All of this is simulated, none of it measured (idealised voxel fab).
This is a process module. Its name is voxel released beams.
Pictured: cross-section cut, 145 nm wide, on a grid of 5 nm square cells.
Reading order for cross-sections: top band down to bottom band. Underlying form: a grid of square cells. Band size: one or more rows of cells.
Each band's line starts with the height of the band's top and of its bottom, in nm. Then come its materials from left to right, each with its width in nm. One material with "all across" fills the band from edge to edge. "empty" is empty space.
Basically, 0 is our baseline, since under it the wafer straight out of the box is all one material. The bottom band has no lower end and keeps on going down, so it looks like "0 -> down".
A width given as "30 to 40" starts at the first number in the band's top row and ends at the second number in its bottom row, shifting by an equal amount at every step from row to row.
Key: "no modification" - step with no changed cell in the cross-section.
"Sealed internal voids" means: voids of 8 cells or more that are shut off from the top with no open way through. Written width x height at distance, distance from the left edge, in nm.
Text after the settings on a step's line: the simulator's own remark on that step.
You can add "overlay nm" to a step's line. For a step with a mask, it describes how far the mask lay to the right of its planned position, and a negative number describes a lay to the left.

Steps planned for the process
1,RECEIVE,material Si
2,CONFORMAL_DEP,material Al2O3,thk nm 5
3,DIRECTIONAL_DEP,material SiO2,thk nm 15
4,PATTERN,tone open,mask id ANCHOR,material resist,width nm 45,thk nm 15,overlay nm 0
5,DIRECTIONAL_ETCH,etch materials SiO2,depth nm 15
6,STRIP,etch materials resist
7,CONFORMAL_DEP,material W,thk nm 15
8,MASKED_ETCH,tone cover,mask id BEAM,width nm 95,etch materials W,depth nm 15,overlay nm 0
9,STRIP,etch materials SiO2

As received (post step 1): cross-section
* 0 -> down  Si all across
* Sealed internal voids: none

Post-module cross-section: identical start and plan to those above, one misstep in execution
* 35 -> 20  20 nm empty / 25 nm W / 5 nm empty / 65 nm W / 30 nm empty
* 20 -> 5  30 nm empty / 35 nm W / 80 nm empty
* 5 -> 0  Al2O3 all across
* 0 -> down  Si all across
* Sealed internal voids: none
Run error: step 4: run off-plan, actual operation and settings PATTERN,tone open,mask id ANCHOR,material resist,width nm 35,thk nm 15,overlay nm 0
